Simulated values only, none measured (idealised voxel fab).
voxel transistor to metal: a process module
Displayed cross-section: cut, width of 190 nm, square cells sized 5 nm.
A cross-section is written here as square cells arranged in a grid, and it is given in bands from the top down, each band taking up one or more rows of cells. It is stipulated that each band's entry specify, in nanometres, the height of the top of the band and then that of its bottom, followed by the materials of the band in left-to-right sequence, each together with its width in nanometres. A single material marked by the word "everywhere" is understood to fill the band from edge to edge; the word "air" is understood to denote empty space. Heads up on the height convention: 0 is the point under which the incoming wafer is all one material, and the lowest band has no bottom, it just keeps going down, like "0..down". Width: "30 to 40" (first number = top row, second number = bottom row, same change from row to row of cells). Where the words "no modification" appear for a step, the cross-section shows no cell changed by that step; every cell remained as before. "Unvented cavities" contains a list of empty spaces, each no smaller than 8 cells and without an open way to the top, written in the form width x height at distance with the distance from the left edge and all three in nm. Note: text after step settings on the step line = simulator remark on that step. The optional step-line setting "overlay nm" applies to steps with a mask and quantifies how far to the right of its planned location the mask lay, a negative value indicating leftward placement. So the way this works: pairs, before and after one process step. The after picture only goes down to the lowest band that actually changed, nothing below. Step and its settings are under each pair. And watch out, pairs might come from different runs of this module, same starting wafer though, so a pair only follows on from the one above if its "Pre-step snapshot" entry tells you so.

Pre-step snapshot
* 25..15 | air=75  SiN=5  SiCN=30  SiN=5  air=75
* 15..0 | air=75  SiN=5  polySi=30  SiN=5  air=75
* 0..-5 | SiO2=25  SiN=5  air=45  SiN=5  polySi=30  SiN=5  air=45  SiN=5  SiO2=25
* -5..-10 | SiO2=25  SiN=10  SiO2=120  SiN=10  SiO2=25
* -10..-15 | SiO2=40  Si=110  SiO2=40
* -15..-25 | SiO2=35  Si=120  SiO2=35
* -25..down | Si everywhere
* Unvented cavities: none

Post-Step Snapshot
* 25..15 | air=75  SiN=5  SiCN=30  SiN=5  air=75
* 15..0 | air=75  SiN=5  polySi=30  SiN=5  air=75
* 0..-5 | air=25  SiN=5  air=45  SiN=5  polySi=30  SiN=5  air=45  SiN=5  air=25
* -5..-10 | SiO2=25  SiN=10  air=40  SiO2=40  air=40  SiN=10  SiO2=25
* No changes below -10.
* Unvented cavities: none
What is the step between the two cross-sections above? DIRECTIONAL_ETCH with etch materials SiO2, depth nm 5

Pre-step snapshot: This step starts from the configuration shown after the step in the pair immediately above.

Post-Step Snapshot
* 25..15 | air=75  SiN=5  SiCN=30  SiN=5  air=75
* 15..0 | air=75  SiN=5  polySi=30  SiN=5  air=75
* 0..-5 | air=25  SiN=5  air=45  SiN=5  polySi=30  SiN=5  air=45  SiN=5  air=25
* -5..-10 | SiO2=25  SiN=10  air=40  SiO2=40  air=40  SiN=10  SiO2=25
* -10..-15 | SiO2=40  air=35  Si=40  air=35  SiO2=40
* -15..-20 | SiO2=35  Si=5  air=35  Si=40  air=35  Si=5  SiO2=35
* No changes below -20.
* Unvented cavities: none
What is the step between the two cross-sections above? DIRECTIONAL_ETCH with etch materials Si, depth nm 10

Pre-step snapshot: This step starts from the configuration shown after the step in the pair immediately above.

Post-Step Snapshot
* 25..15 | air=75  SiN=5  SiCN=30  SiN=5  air=75
* 15..0 | air=75  SiN=5  polySi=30  SiN=5  air=75
* 0..-5 | air=25  SiN=5  air=35  pSi=10  SiN=5  polySi=30  SiN=5  pSi=10  air=35  SiN=5  air=25
* -5..-10 | SiO2=25  SiN=10  pSi=15  air=15  pSi=10  SiO2=40  pSi=10  air=15  pSi=15  SiN=10  SiO2=25
* -10..-15 | SiO2=40  pSi=35  Si=40  pSi=35  SiO2=40
* -15..-20 | SiO2=35  Si=5  pSi=35  Si=40  pSi=35  Si=5  SiO2=35
* No changes below -20.
* Unvented cavities: none
What is the step between the two cross-sections above? EPI with material pSi, thk nm 10

Pre-step snapshot: This step starts from the configuration shown after the step in the pair immediately above.

Post-Step Snapshot
* 30..25 | SiO2 everywhere
* 25..15 | SiO2=75  SiN=5  SiCN=30  SiN=5  SiO2=75
* 15..0 | SiO2=75  SiN=5  polySi=30  SiN=5  SiO2=75
* 0..-5 | SiO2=25  SiN=5  SiO2=35  pSi=10  SiN=5  polySi=30  SiN=5  pSi=10  SiO2=35  SiN=5  SiO2=25
* -5..-10 | SiO2=25  SiN=10  pSi=15  SiO2=15  pSi=10  SiO2=40  pSi=10  SiO2=15  pSi=15  SiN=10  SiO2=25
* No changes below -10.
* Unvented cavities: none
What is the step between the two cross-sections above? FILL_DEP with material SiO2, thk nm 5

Pre-step snapshot: This step starts from the configuration shown after the step in the pair immediately above.

Post-Step Snapshot
* 15..0 | SiO2=75  SiN=5  polySi=30  SiN=5  SiO2=75
* No changes below 0.
* Unvented cavities: none
What is the step between the two cross-sections above? CMP with height nm 15

Pre-step snapshot: This step starts from the configuration shown after the step in the pair immediately above.

Post-Step Snapshot
* 15..0 | SiO2=75  SiN=5  air=30  SiN=5  SiO2=75
* 0..-5 | SiO2=25  SiN=5  SiO2=35  pSi=10  SiN=5  air=30  SiN=5  pSi=10  SiO2=35  SiN=5  SiO2=25
* No changes below -5.
* Unvented cavities: none
What is the step between the two cross-sections above? STRIP with etch materials polySi

Pre-step snapshot: This step starts from the configuration shown after the step in the pair immediately above.

Post-Step Snapshot
* 15..10 | air=75  SiN=5  air=30  SiN=5  air=75
* 10..0 | SiO2=75  SiN=5  air=30  SiN=5  SiO2=75
* 0..-5 | SiO2=25  SiN=5  SiO2=35  pSi=10  SiN=5  air=30  SiN=5  pSi=10  SiO2=35  SiN=5  SiO2=25
* -5..-10 | SiO2=25  SiN=10  pSi=15  SiO2=15  pSi=10  air=40  pSi=10  SiO2=15  pSi=15  SiN=10  SiO2=25
* No changes below -10.
* Unvented cavities: none
What is the step between the two cross-sections above? SELECTIVE_ETCH with etch materials SiO2, depth nm 5

Pre-step snapshot: This step starts from the configuration shown after the step in the pair immediately above.

Post-Step Snapshot
* 20..15 | air=70  HfO2=15  air=20  HfO2=15  air=70
* 15..10 | HfO2=75  SiN=5  HfO2=5  air=20  HfO2=5  SiN=5  HfO2=75
* 10..0 | SiO2=75  SiN=5  HfO2=5  air=20  HfO2=5  SiN=5  SiO2=75
* 0..-5 | SiO2=25  SiN=5  SiO2=35  pSi=10  SiN=5  HfO2=5  air=20  HfO2=5  SiN=5  pSi=10  SiO2=35  SiN=5  SiO2=25
* -5..-10 | SiO2=25  SiN=10  pSi=15  SiO2=15  pSi=10  HfO2=40  pSi=10  SiO2=15  pSi=15  SiN=10  SiO2=25
* No changes below -10.
* Unvented cavities: none
What is the step between the two cross-sections above? CONFORMAL_DEP with material HfO2, thk nm 5

Pre-step snapshot: This step starts from the configuration shown after the step in the pair immediately above.

Post-Step Snapshot
* 25..20 | air=65  TiN=25  air=10  TiN=25  air=65
* 20..15 | TiN=70  HfO2=15  TiN=5  air=10  TiN=5  HfO2=15  TiN=70
* 15..10 | HfO2=75  SiN=5  HfO2=5  TiN=5  air=10  TiN=5  HfO2=5  SiN=5  HfO2=75
* 10..0 | SiO2=75  SiN=5  HfO2=5  TiN=5  air=10  TiN=5  HfO2=5  SiN=5  SiO2=75
* 0..-5 | SiO2=25  SiN=5  SiO2=35  pSi=10  SiN=5  HfO2=5  TiN=20  HfO2=5  SiN=5  pSi=10  SiO2=35  SiN=5  SiO2=25
* No changes below -5.
* Unvented cavities: none
What is the step between the two cross-sections above? CONFORMAL_DEP with material TiN, thk nm 5

Pre-step snapshot: This step starts from the configuration shown after the step in the pair immediately above.

Post-Step Snapshot
* 30..25 | W everywhere
* 25..20 | W=65  TiN=25  W=10  TiN=25  W=65
* 20..15 | TiN=70  HfO2=15  TiN=5  W=10  TiN=5  HfO2=15  TiN=70
* 15..10 | HfO2=75  SiN=5  HfO2=5  TiN=5  W=10  TiN=5  HfO2=5  SiN=5  HfO2=75
* 10..0 | SiO2=75  SiN=5  HfO2=5  TiN=5  W=10  TiN=5  HfO2=5  SiN=5  SiO2=75
* No changes below 0.
* Unvented cavities: none
What is the step between the two cross-sections above? FILL_DEP with material W, thk nm 5

Pre-step snapshot: This step starts from the configuration shown after the step in the pair immediately above.

Post-Step Snapshot
* 10..0 | SiO2=75  SiN=5  HfO2=5  TiN=5  W=10  TiN=5  HfO2=5  SiN=5  SiO2=75
* No changes below 0.
* Unvented cavities: none
What is the step between the two cross-sections above? CMP with height nm 10

Pre-step snapshot: This step starts from the configuration shown after the step in the pair immediately above.

Post-Step Snapshot
* 20..10 | SiO2 everywhere
* No changes below 10.
* Unvented cavities: none
What is the step between the two cross-sections above? DIRECTIONAL_DEP with material SiO2, thk nm 10

Pre-step snapshot: This step starts from the configuration shown after the step in the pair immediately above.

Post-Step Snapshot
* 40..20 | resist=45  air=15  resist=70  air=15  resist=45
* No changes below 20.
* Unvented cavities: none
What is the step between the two cross-sections above? PATTERN with tone open, mask id CONTACT, material resist, width nm 15, pitch nm 85, thk nm 20, overlay nm 0

Pre-step snapshot: This step starts from the configuration shown after the step in the pair immediately above.

Post-Step Snapshot
* 40..20 | resist=45  air=15  resist=70  air=15  resist=45
* 20..10 | SiO2=45  air=15  SiO2=70  air=15  SiO2=45
* 10..0 | SiO2=45  air=15  SiO2=15  SiN=5  HfO2=5  TiN=5  W=10  TiN=5  HfO2=5  SiN=5  SiO2=15  air=15  SiO2=45
* 0..-5 | SiO2=25  SiN=5  SiO2=15  air=15  SiO2=5  pSi=10  SiN=5  HfO2=5  TiN=20  HfO2=5  SiN=5  pSi=10  SiO2=5  air=15  SiO2=15  SiN=5  SiO2=25
* -5..-10 | SiO2=25  SiN=10  pSi=15  air=10  SiO2=5  pSi=10  HfO2=40  pSi=10  SiO2=5  air=10  pSi=15  SiN=10  SiO2=25
* No changes below -10.
* Unvented cavities: none
What is the step between the two cross-sections above? DIRECTIONAL_ETCH with etch materials SiO2, depth nm 30

Pre-step snapshot: This step starts from the configuration shown after the step in the pair immediately above.

Post-Step Snapshot
* 20..10 | SiO2=45  air=15  SiO2=70  air=15  SiO2=45
* No changes below 10.
* Unvented cavities: none
What is the step between the two cross-sections above? STRIP with etch materials resist

Pre-step snapshot: This step starts from the configuration shown after the step in the pair immediately above.

Post-Step Snapshot
* 25..20 | TiN=50  air=5  TiN=80  air=5  TiN=50
* 20..10 | SiO2=45  TiN=5  air=5  TiN=5  SiO2=70  TiN=5  air=5  TiN=5  SiO2=45
* 10..0 | SiO2=45  TiN=5  air=5  TiN=5  SiO2=15  SiN=5  HfO2=5  TiN=5  W=10  TiN=5  HfO2=5  SiN=5  SiO2=15  TiN=5  air=5  TiN=5  SiO2=45
* 0..-5 | SiO2=25  SiN=5  SiO2=15  TiN=15  SiO2=5  pSi=10  SiN=5  HfO2=5  TiN=20  HfO2=5  SiN=5  pSi=10  SiO2=5  TiN=15  SiO2=15  SiN=5  SiO2=25
* -5..-10 | SiO2=25  SiN=10  pSi=15  TiN=10  SiO2=5  pSi=10  HfO2=40  pSi=10  SiO2=5  TiN=10  pSi=15  SiN=10  SiO2=25
* No changes below -10.
* Unvented cavities: none
What is the step between the two cross-sections above? CONFORMAL_DEP with material TiN, thk nm 5

Pre-step snapshot: This step starts from the configuration shown after the step in the pair immediately above.

Post-Step Snapshot
* 30..25 | W everywhere
* 25..20 | TiN=50  W=5  TiN=80  W=5  TiN=50
* 20..10 | SiO2=45  TiN=5  W=5  TiN=5  SiO2=70  TiN=5  W=5  TiN=5  SiO2=45
* 10..0 | SiO2=45  TiN=5  W=5  TiN=5  SiO2=15  SiN=5  HfO2=5  TiN=5  W=10  TiN=5  HfO2=5  SiN=5  SiO2=15  TiN=5  W=5  TiN=5  SiO2=45
* No changes below 0.
* Unvented cavities: none
What is the step between the two cross-sections above? FILL_DEP with material W, thk nm 5

Pre-step snapshot: This step starts from the configuration shown after the step in the pair immediately above.

Post-Step Snapshot
* 20..10 | SiO2=45  TiN=5  W=5  TiN=5  SiO2=70  TiN=5  W=5  TiN=5  SiO2=45
* No changes below 10.
* Unvented cavities: none
What is the step between the two cross-sections above? CMP with height nm 20

Pre-step snapshot: This step starts from the configuration shown after the step in the pair immediately above.

Post-Step Snapshot
* 25..20 | SiCN everywhere
* No changes below 20.
* Unvented cavities: none
What is the step between the two cross-sections above? CONFORMAL_DEP with material SiCN, thk nm 5

Pre-step snapshot: This step starts from the configuration shown after the step in the pair immediately above.

Post-Step Snapshot
* 40..25 | SiO2 everywhere
* No changes below 25.
* Unvented cavities: none
What is the step between the two cross-sections above? DIRECTIONAL_DEP with material SiO2, thk nm 15

Pre-step snapshot: This step starts from the configuration shown after the step in the pair immediately above.

Post-Step Snapshot
* 60..40 | resist=45  air=15  resist=70  air=15  resist=45
* No changes below 40.
* Unvented cavities: none
What is the step between the two cross-sections above? PATTERN with tone open, mask id METAL_1, material resist, width nm 15, pitch nm 85, thk nm 20, overlay nm 0

Pre-step snapshot: This step starts from the configuration shown after the step in the pair immediately above.

Post-Step Snapshot
* 60..40 | resist=45  air=15  resist=70  air=15  resist=45
* 40..25 | SiO2=45  air=15  SiO2=70  air=15  SiO2=45
* No changes below 25.
* Unvented cavities: none
What is the step between the two cross-sections above? DIRECTIONAL_ETCH with etch materials SiO2, depth nm 15

Pre-step snapshot: This step starts from the configuration shown after the step in the pair immediately above.

Post-Step Snapshot
* 60..40 | resist=45  air=15  resist=70  air=15  resist=45
* 40..25 | SiO2=45  air=15  SiO2=70  air=15  SiO2=45
* 25..20 | SiCN=45  air=15  SiCN=70  air=15  SiCN=45
* No changes below 20.
* Unvented cavities: none
What is the step between the two cross-sections above? DIRECTIONAL_ETCH with etch materials SiCN, depth nm 5

Pre-step snapshot: This step starts from the configuration shown after the step in the pair immediately above.

Post-Step Snapshot
* 40..25 | SiO2=45  air=15  SiO2=70  air=15  SiO2=45
* No changes below 25.
* Unvented cavities: none
What is the step between the two cross-sections above? STRIP with etch materials resist

Pre-step snapshot: This step starts from the configuration shown after the step in the pair immediately above.

Post-Step Snapshot
* 45..40 | TiN=50  air=5  TiN=80  air=5  TiN=50
* 40..25 | SiO2=45  TiN=5  air=5  TiN=5  SiO2=70  TiN=5  air=5  TiN=5  SiO2=45
* 25..20 | SiCN=45  TiN=15  SiCN=70  TiN=15  SiCN=45
* No changes below 20.
* Unvented cavities: none
What is the step between the two cross-sections above? CONFORMAL_DEP with material TiN, thk nm 5

Pre-step snapshot: This step starts from the configuration shown after the step in the pair immediately above.

Post-Step Snapshot
* 50..45 | W everywhere
* 45..40 | TiN=50  W=5  TiN=80  W=5  TiN=50
* 40..25 | SiO2=45  TiN=5  W=5  TiN=5  SiO2=70  TiN=5  W=5  TiN=5  SiO2=45
* No changes below 25.
* Unvented cavities: none
What is the step between the two cross-sections above? FILL_DEP with material W, thk nm 5

Pre-step snapshot: This step starts from the configuration shown after the step in the pair immediately above.

Post-Step Snapshot
* 40..25 | SiO2=45  TiN=5  W=5  TiN=5  SiO2=70  TiN=5  W=5  TiN=5  SiO2=45
* No changes below 25.
* Unvented cavities: none
What is the step between the two cross-sections above? CMP with height nm 40

Pre-step snapshot: This step starts from the configuration shown after the step in the pair immediately above.

Post-Step Snapshot
* 45..40 | SiCN everywhere
* No changes below 40.
* Unvented cavities: none
What is the step between the two cross-sections above? CONFORMAL_DEP with material SiCN, thk nm 5

Pre-step snapshot: This step starts from the configuration shown after the step in the pair immediately above.

Post-Step Snapshot
* 70..45 | lowk everywhere
* No changes below 45.
* Unvented cavities: none
What is the step between the two cross-sections above? DIRECTIONAL_DEP with material lowk, thk nm 25

Pre-step snapshot: This step starts from the configuration shown after the step in the pair immediately above.

Post-Step Snapshot
* 85..70 | aC everywhere
* No changes below 70.
* Unvented cavities: none
What is the step between the two cross-sections above? DIRECTIONAL_DEP with material aC, thk nm 15

Pre-step snapshot: This step starts from the configuration shown after the step in the pair immediately above.

Post-Step Snapshot
* 115..85 | resist=45  air=15  resist=70  air=15  resist=45
* No changes below 85.
* Unvented cavities: none
What is the step between the two cross-sections above? PATTERN with tone open, mask id METAL_2, material resist, width nm 15, pitch nm 85, thk nm 30, overlay nm 0

Pre-step snapshot: This step starts from the configuration shown after the step in the pair immediately above.

Post-Step Snapshot
* 100..85 | resist=45  air=15  resist=70  air=15  resist=45
* 85..70 | aC=45  air=15  aC=70  air=15  aC=45
* No changes below 70.
* Unvented cavities: none
What is the step between the two cross-sections above? DIRECTIONAL_ETCH with etch materials aC, depth nm 15

Pre-step snapshot: This step starts from the configuration shown after the step in the pair immediately above.

Post-Step Snapshot
* 85..70 | aC=45  air=15  aC=70  air=15  aC=45
* No changes below 70.
* Unvented cavities: none
What is the step between the two cross-sections above? STRIP with etch materials resist

Pre-step snapshot: This step starts from the configuration shown after the step in the pair immediately above.

Post-Step Snapshot
* 85..70 | aC=45  air=15  aC=70  air=15  aC=45
* 70..55 | lowk=45  air=15  lowk=70  air=15  lowk=45
* No changes below 55.
* Unvented cavities: none
What is the step between the two cross-sections above? DIRECTIONAL_ETCH with etch materials lowk, depth nm 15

Pre-step snapshot: This step starts from the configuration shown after the step in the pair immediately above.

Post-Step Snapshot
* 70..55 | lowk=45  air=15  lowk=70  air=15  lowk=45
* No changes below 55.
* Unvented cavities: none
What is the step between the two cross-sections above? STRIP with etch materials aC

Pre-step snapshot: This step starts from the configuration shown after the step in the pair immediately above.

Post-Step Snapshot
* 90..70 | resist=45  air=15  resist=70  air=15  resist=45
* No changes below 70.
* Unvented cavities: none
What is the step between the two cross-sections above? PATTERN with tone open, mask id METAL_2_HOLES, material resist, width nm 15, pitch nm 85, thk nm 20, overlay nm 0

Pre-step snapshot: This step starts from the configuration shown after the step in the pair immediately above.

Post-Step Snapshot
* 90..70 | resist=45  air=15  resist=70  air=15  resist=45
* 70..45 | lowk=45  air=15  lowk=70  air=15  lowk=45
* No changes below 45.
* Unvented cavities: none
What is the step between the two cross-sections above? DIRECTIONAL_ETCH with etch materials lowk, depth nm 10

Pre-step snapshot: This step starts from the configuration shown after the step in the pair immediately above.

Post-Step Snapshot
* 90..70 | resist=45  air=15  resist=70  air=15  resist=45
* 70..45 | lowk=45  air=15  lowk=70  air=15  lowk=45
* 45..40 | SiCN=45  air=15  SiCN=70  air=15  SiCN=45
* No changes below 40.
* Unvented cavities: none
What is the step between the two cross-sections above? DIRECTIONAL_ETCH with etch materials SiCN, depth nm 5

Pre-step snapshot: This step starts from the configuration shown after the step in the pair immediately above.

Post-Step Snapshot
* 70..45 | lowk=45  air=15  lowk=70  air=15  lowk=45
* No changes below 45.
* Unvented cavities: none
What is the step between the two cross-sections above? STRIP with etch materials resist

Pre-step snapshot: This step starts from the configuration shown after the step in the pair immediately above.

Post-Step Snapshot
* 75..70 | TiN=50  air=5  TiN=80  air=5  TiN=50
* 70..45 | lowk=45  TiN=5  air=5  TiN=5  lowk=70  TiN=5  air=5  TiN=5  lowk=45
* 45..40 | SiCN=45  TiN=15  SiCN=70  TiN=15  SiCN=45
* No changes below 40.
* Unvented cavities: none
What is the step between the two cross-sections above? CONFORMAL_DEP with material TiN, thk nm 5

Pre-step snapshot: This step starts from the configuration shown after the step in the pair immediately above.

Post-Step Snapshot
* 85..75 | Cu everywhere
* 75..70 | TiN=50  Cu=5  TiN=80  Cu=5  TiN=50
* 70..45 | lowk=45  TiN=5  Cu=5  TiN=5  lowk=70  TiN=5  Cu=5  TiN=5  lowk=45
* No changes below 45.
* Unvented cavities: none
What is the step between the two cross-sections above? FILL_DEP with material Cu, thk nm 10

Pre-step snapshot: This step starts from the configuration shown after the step in the pair immediately above.

Post-Step Snapshot
* 70..45 | lowk=45  TiN=5  Cu=5  TiN=5  lowk=70  TiN=5  Cu=5  TiN=5  lowk=45
* No changes below 45.
* Unvented cavities: none
What is the step between the two cross-sections above? CMP with height nm 70

Pre-step snapshot: This step starts from the configuration shown after the step in the pair immediately above.

Post-Step Snapshot
* 75..70 | SiN everywhere
* No changes below 70.
* Unvented cavities: none
What is the step between the two cross-sections above? CONFORMAL_DEP with material SiN, thk nm 5

Pre-step snapshot
* 30..10 | air=35  resist=120  air=35
* 10..0 | air=35  SiN=120  air=35
* 0..-5 | air=35  SiO2=120  air=35
* -5..down | Si everywhere
* Unvented cavities: none

Post-Step Snapshot
* 30..10 | air=35  resist=120  air=35
* 10..0 | air=35  SiN=120  air=35
* 0..-5 | air=35  SiO2=120  air=35
* -5..-15 | air=35  Si=120  air=35
* No changes below -15.
* Unvented cavities: none
What is the step between the two cross-sections above? DIRECTIONAL_ETCH with etch materials Si, depth nm 10

Pre-step snapshot: This step starts from the configuration shown after the step in the pair immediately above.

Post-Step Snapshot
* 10..0 | air=35  SiN=120  air=35
* No changes below 0.
* Unvented cavities: none
What is the step between the two cross-sections above? STRIP with etch materials resist

Pre-step snapshot: This step starts from the configuration shown after the step in the pair immediately above.

Post-Step Snapshot
* 25..10 | SiO2 everywhere
* 10..0 | SiO2=35  SiN=120  SiO2=35
* 0..-5 | SiO2 everywhere
* -5..-15 | SiO2=35  Si=120  SiO2=35
* No changes below -15.
* Unvented cavities: none
What is the step between the two cross-sections above? FILL_DEP with material SiO2, thk nm 15

Pre-step snapshot: This step starts from the configuration shown after the step in the pair immediately above.

Post-Step Snapshot
* 10..0 | SiO2=35  SiN=120  SiO2=35
* No changes below 0.
* Unvented cavities: none
What is the step between the two cross-sections above? CMP with height nm 10

Pre-step snapshot: This step starts from the configuration shown after the step in the pair immediately above.

Post-Step Snapshot
* 10..5 | air=35  SiN=120  air=35
* No changes below 5.
* Unvented cavities: none
What is the step between the two cross-sections above? SELECTIVE_ETCH with etch materials SiO2, depth nm 5

Pre-step snapshot: This step starts from the configuration shown after the step in the pair immediately above.

Post-Step Snapshot
* 5..0 | SiO2=35  air=120  SiO2=35
* No changes below 0.
* Unvented cavities: none
What is the step between the two cross-sections above? STRIP with etch materials SiN

Pre-step snapshot: This step starts from the configuration shown after the step in the pair immediately above.

Post-Step Snapshot
* 0..-5 | SiO2=30  air=130  SiO2=30
* No changes below -5.
* Unvented cavities: none
What is the step between the two cross-sections above? SELECTIVE_ETCH with etch materials SiO2, depth nm 5

Pre-step snapshot: This step starts from the configuration shown after the step in the pair immediately above.

Post-Step Snapshot
* 0..-5 | SiO2=30  air=130  SiO2=30
* -5..-10 | SiO2 everywhere
* No changes below -10.
* Unvented cavities: none
What is the step between the two cross-sections above? OXIDIZE with depth nm 5

Pre-step snapshot: This step starts from the configuration shown after the step in the pair immediately above.

Post-Step Snapshot
* 20..15 | polySi=30  air=130  polySi=30
* 15..0 | polySi everywhere
* 0..-5 | SiO2=30  polySi=130  SiO2=30
* No changes below -5.
* Unvented cavities: none
What is the step between the two cross-sections above? DIRECTIONAL_DEP with material polySi, thk nm 20

Pre-step snapshot: This step starts from the configuration shown after the step in the pair immediately above.

Post-Step Snapshot
* 30..25 | SiCN=30  air=130  SiCN=30
* 25..20 | SiCN everywhere
* 20..15 | polySi=30  SiCN=130  polySi=30
* No changes below 15.
* Unvented cavities: none
What is the step between the two cross-sections above? DIRECTIONAL_DEP with material SiCN, thk nm 10

Pre-step snapshot: This step starts from the configuration shown after the step in the pair immediately above.

Post-Step Snapshot
* 45..40 | aC=30  air=130  aC=30
* 40..30 | aC everywhere
* 30..25 | SiCN=30  aC=130  SiCN=30
* No changes below 25.
* Unvented cavities: none
What is the step between the two cross-sections above? DIRECTIONAL_DEP with material aC, thk nm 15

Pre-step snapshot: This step starts from the configuration shown after the step in the pair immediately above.

Post-Step Snapshot
* 75..45 | air=80  resist=30  air=80
* 45..40 | aC=30  air=50  resist=30  air=50  aC=30
* No changes below 40.
* Unvented cavities: none
What is the step between the two cross-sections above? PATTERN with tone cover, mask id GATE, material resist, width nm 30, thk nm 30, overlay nm 0

Pre-step snapshot: This step starts from the configuration shown after the step in the pair immediately above.

Post-Step Snapshot
* 60..40 | air=80  resist=30  air=80
* 40..30 | air=80  aC=30  air=80
* 30..25 | SiCN=30  air=50  aC=30  air=50  SiCN=30
* No changes below 25.
* Unvented cavities: none
What is the step between the two cross-sections above? DIRECTIONAL_ETCH with etch materials aC, depth nm 15

Pre-step snapshot: This step starts from the configuration shown after the step in the pair immediately above.

Post-Step Snapshot
* 40..30 | air=80  aC=30  air=80
* No changes below 30.
* Unvented cavities: none
What is the step between the two cross-sections above? STRIP with etch materials resist

Pre-step snapshot: This step starts from the configuration shown after the step in the pair immediately above.

Post-Step Snapshot
* 40..25 | air=80  aC=30  air=80
* 25..20 | air=80  SiCN=30  air=80
* 20..15 | polySi=30  air=50  SiCN=30  air=50  polySi=30
* No changes below 15.
* Unvented cavities: none
What is the step between the two cross-sections above? DIRECTIONAL_ETCH with etch materials SiCN, depth nm 20

Pre-step snapshot: This step starts from the configuration shown after the step in the pair immediately above.

Post-Step Snapshot
* 40..25 | air=80  aC=30  air=80
* 25..15 | air=80  SiCN=30  air=80
* 15..0 | air=80  polySi=30  air=80
* 0..-5 | SiO2=30  air=50  polySi=30  air=50  SiO2=30
* No changes below -5.
* Unvented cavities: none
What is the step between the two cross-sections above? DIRECTIONAL_ETCH with etch materials polySi, depth nm 30

Pre-step snapshot: This step starts from the configuration shown after the step in the pair immediately above.

Post-Step Snapshot
* 25..15 | air=80  SiCN=30  air=80
* No changes below 15.
* Unvented cavities: none
What is the step between the two cross-sections above? STRIP with etch materials aC

Pre-step snapshot: This step starts from the configuration shown after the step in the pair immediately above.

Post-Step Snapshot
* 30..25 | air=75  SiN=40  air=75
* 25..15 | air=75  SiN=5  SiCN=30  SiN=5  air=75
* 15..5 | air=75  SiN=5  polySi=30  SiN=5  air=75
* 5..0 | SiN=35  air=40  SiN=5  polySi=30  SiN=5  air=40  SiN=35
* 0..-5 | SiO2=30  SiN=50  polySi=30  SiN=50  SiO2=30
* No changes below -5.
* Unvented cavities: none
What is the step between the two cross-sections above? CONFORMAL_DEP with material SiN, thk nm 5

Pre-step snapshot: This step starts from the configuration shown after the step in the pair immediately above.

Post-Step Snapshot
* 25..15 | air=75  SiN=5  SiCN=30  SiN=5  air=75
* 15..0 | air=75  SiN=5  polySi=30  SiN=5  air=75
* 0..-5 | SiO2=30  SiN=5  air=40  SiN=5  polySi=30  SiN=5  air=40  SiN=5  SiO2=30
* No changes below -5.
* Unvented cavities: none
What is the step between the two cross-sections above? DIRECTIONAL_ETCH with etch materials SiN, depth nm 5

Pre-step snapshot: This step starts from the configuration shown after the step in the pair immediately above.

Post-Step Snapshot
* 25..15 | air=75  SiN=5  SiCN=30  SiN=5  air=75
* 15..0 | air=75  SiN=5  polySi=30  SiN=5  air=75
* 0..-5 | air=30  SiN=5  air=40  SiN=5  polySi=30  SiN=5  air=40  SiN=5  air=30
* -5..-10 | SiO2=35  air=40  SiO2=40  air=40  SiO2=35
* No changes below -10.
* Unvented cavities: none
What is the step between the two cross-sections above? DIRECTIONAL_ETCH with etch materials SiO2, depth nm 5

Pre-step snapshot: This step starts from the configuration shown after the step in the pair immediately above.

Post-Step Snapshot
* 25..15 | air=75  SiN=5  SiCN=30  SiN=5  air=75
* 15..0 | air=75  SiN=5  polySi=30  SiN=5  air=75
* 0..-5 | air=30  SiN=5  air=40  SiN=5  polySi=30  SiN=5  air=40  SiN=5  air=30
* -5..-10 | SiO2=35  air=40  SiO2=40  air=40  SiO2=35
* -10..-15 | SiO2=35  air=40  Si=40  air=40  SiO2=35
* -15..-20 | Si=35  air=40  Si=40  air=40  Si=35
* No changes below -20.
* Unvented cavities: none
What is the step between the two cross-sections above? DIRECTIONAL_ETCH with etch materials Si, depth nm 10

Pre-step snapshot: This step starts from the configuration shown after the step in the pair immediately above.

Post-Step Snapshot
* 25..15 | air=75  SiN=5  SiCN=30  SiN=5  air=75
* 15..0 | air=75  SiN=5  polySi=30  SiN=5  air=75
* 0..-5 | air=30  SiN=5  air=30  pSi=10  SiN=5  polySi=30  SiN=5  pSi=10  air=30  SiN=5  air=30
* -5..-10 | SiO2=35  pSi=10  air=20  pSi=10  SiO2=40  pSi=10  air=20  pSi=10  SiO2=35
* -10..-15 | SiO2=35  pSi=40  Si=40  pSi=40  SiO2=35
* -15..-20 | Si=35  pSi=40  Si=40  pSi=40  Si=35
* No changes below -20.
* Unvented cavities: none
What is the step between the two cross-sections above? EPI with material pSi, thk nm 10

Pre-step snapshot: This step starts from the configuration shown after the step in the pair immediately above.

Post-Step Snapshot
* 30..25 | SiO2 everywhere
* 25..15 | SiO2=75  SiN=5  SiCN=30  SiN=5  SiO2=75
* 15..0 | SiO2=75  SiN=5  polySi=30  SiN=5  SiO2=75
* 0..-5 | SiO2=30  SiN=5  SiO2=30  pSi=10  SiN=5  polySi=30  SiN=5  pSi=10  SiO2=30  SiN=5  SiO2=30
* -5..-10 | SiO2=35  pSi=10  SiO2=20  pSi=10  SiO2=40  pSi=10  SiO2=20  pSi=10  SiO2=35
* No changes below -10.
* Unvented cavities: none
What is the step between the two cross-sections above? FILL_DEP with material SiO2, thk nm 5

Pre-step snapshot: This step starts from the configuration shown after the step in the pair immediately above.

Post-Step Snapshot
* 15..0 | SiO2=75  SiN=5  polySi=30  SiN=5  SiO2=75
* No changes below 0.
* Unvented cavities: none
What is the step between the two cross-sections above? CMP with height nm 15

Pre-step snapshot: This step starts from the configuration shown after the step in the pair immediately above.

Post-Step Snapshot
* 15..0 | SiO2=75  SiN=5  air=30  SiN=5  SiO2=75
* 0..-5 | SiO2=30  SiN=5  SiO2=30  pSi=10  SiN=5  air=30  SiN=5  pSi=10  SiO2=30  SiN=5  SiO2=30
* No changes below -5.
* Unvented cavities: none
What is the step between the two cross-sections above? STRIP with etch materials polySi

Pre-step snapshot: This step starts from the configuration shown after the step in the pair immediately above.

Post-Step Snapshot
* 15..10 | air=75  SiN=5  air=30  SiN=5  air=75
* 10..0 | SiO2=75  SiN=5  air=30  SiN=5  SiO2=75
* 0..-5 | SiO2=30  SiN=5  SiO2=30  pSi=10  SiN=5  air=30  SiN=5  pSi=10  SiO2=30  SiN=5  SiO2=30
* -5..-10 | SiO2=35  pSi=10  SiO2=20  pSi=10  air=40  pSi=10  SiO2=20  pSi=10  SiO2=35
* No changes below -10.
* Unvented cavities: none
What is the step between the two cross-sections above? SELECTIVE_ETCH with etch materials SiO2, depth nm 5
